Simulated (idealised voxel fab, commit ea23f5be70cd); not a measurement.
The name of this process module is voxel self aligned contacts.
In the cross-section labelled cut, the width is 195 nm and each square cell is 5 nm.
In this document a cross-section is written as a grid of square cells. It is given as a series of bands, listed from the top down, and a band is one or more rows of cells.
For a band, the entry starts with two heights in nm, that of the top and then that of the bottom, and carries on with the band's materials in order from left to right, each alongside its width in nm; the word "full width" beside a single material means it fills the band edge to edge, and "empty" means empty space.
Note: height 0 marks the level under which the wafer is uniformly one material as received. Lowest band unbounded below, written "z 0 and below".
A width such as "30->40" changes by the same amount from each row of cells to the next, from the band's top row to its bottom row.
Step note "no modification" = no cross-section cell changed.
You'll see "Sealed cavities" listing empty spaces that have no way open to the top, as long as they're 8 cells or more; the notation is width x height at distance, where the distance is from the left edge, and all of it is in nm.
On a step's line, text after the settings is the simulator commenting on that step.
Among the settings permitted on a step's line is "overlay nm"; applied to a step with a mask, it specifies the extent to which the mask lay to the right of its planned position, whereas a negative figure signifies a position to the left.
# List of planned process steps
1 RECEIVE with material Si
2 CONFORMAL_DEP with material SiO2, thk nm 5
3 DIRECTIONAL_DEP with material polySi, thk nm 25
4 DIRECTIONAL_DEP with material SiN, thk nm 25
5 DIRECTIONAL_DEP with material aC, thk nm 15
6 PATTERN with tone cover, mask id GATE, material resist, width nm 25, pitch nm 65, thk nm 35, overlay nm 0
7 DIRECTIONAL_ETCH with etch materials aC, depth nm 15
8 STRIP with etch materials resist
9 DIRECTIONAL_ETCH with etch materials SiN, depth nm 25
10 DIRECTIONAL_ETCH with etch materials polySi, depth nm 25
11 STRIP with etch materials aC
12 CONFORMAL_DEP with material SiN, thk nm 10
13 DIRECTIONAL_ETCH with etch materials SiN, depth nm 10
14 FILL_DEP with material SiO2, thk nm 15
15 CMP with height nm 60
16 MASKED_ETCH with tone open, mask id CONTACT, width nm 50, etch materials SiO2, depth nm 60, overlay nm 0
17 CONFORMAL_DEP with material TiN, thk nm 5
18 FILL_DEP with material Ru, thk nm 5
19 CMP with height nm 60
20 CONFORMAL_DEP with material SiN, thk nm 5
# Received-state cross-section, reflecting completion of step 1
  z 0 and below  Si full width
  Sealed cavities: none
# Cross-sectional view of the first of the two wafers upon completion of the module, processed in accordance with the plan
  z 65 to 60  SiN full width
  z 60 to 55  SiO2=70 / TiN=20 / Ru=10 / TiN=20 / SiO2=75
  z 55 to 30  SiO2=40 / SiN=45 / TiN=5 / Ru=10 / TiN=5 / SiN=45 / SiO2=45
  z 30 to 5  SiO2=40 / SiN=10 / polySi=25 / SiN=10 / TiN=5 / Ru=10 / TiN=5 / SiN=10 / polySi=25 / SiN=10 / SiO2=45
  z 5 to 0  SiO2=85 / TiN=20 / SiO2=90
  z 0 and below  Si full width
  Sealed cavities: none
# Cross-section, wafer two of two, end of module: same start and plan as wafer one, one error in execution
  z 65 to 60  SiN full width
  z 60 to 55  SiO2=65 / TiN=25 / Ru=10 / TiN=25 / SiO2=70
  z 55 to 30  SiO2=40 / SiN=45 / TiN=5 / Ru=10 / TiN=5 / SiN=45 / SiO2=45
  z 30 to 5  SiO2=40 / SiN=10 / polySi=25 / SiN=10 / TiN=5 / Ru=10 / TiN=5 / SiN=10 / polySi=25 / SiN=10 / SiO2=45
  z 5 to 0  SiO2=85 / TiN=20 / SiO2=90
  z 0 and below  Si full width
  Sealed cavities: none
Plan not followed: step 16 changed vs plan, executed as MASKED_ETCH with tone open, mask id CONTACT, width nm 60, etch materials SiO2, depth nm 60, overlay nm 0
Final wafer comparison in cells, second versus first, more or fewer per material: -2 SiO2; +2 TiN
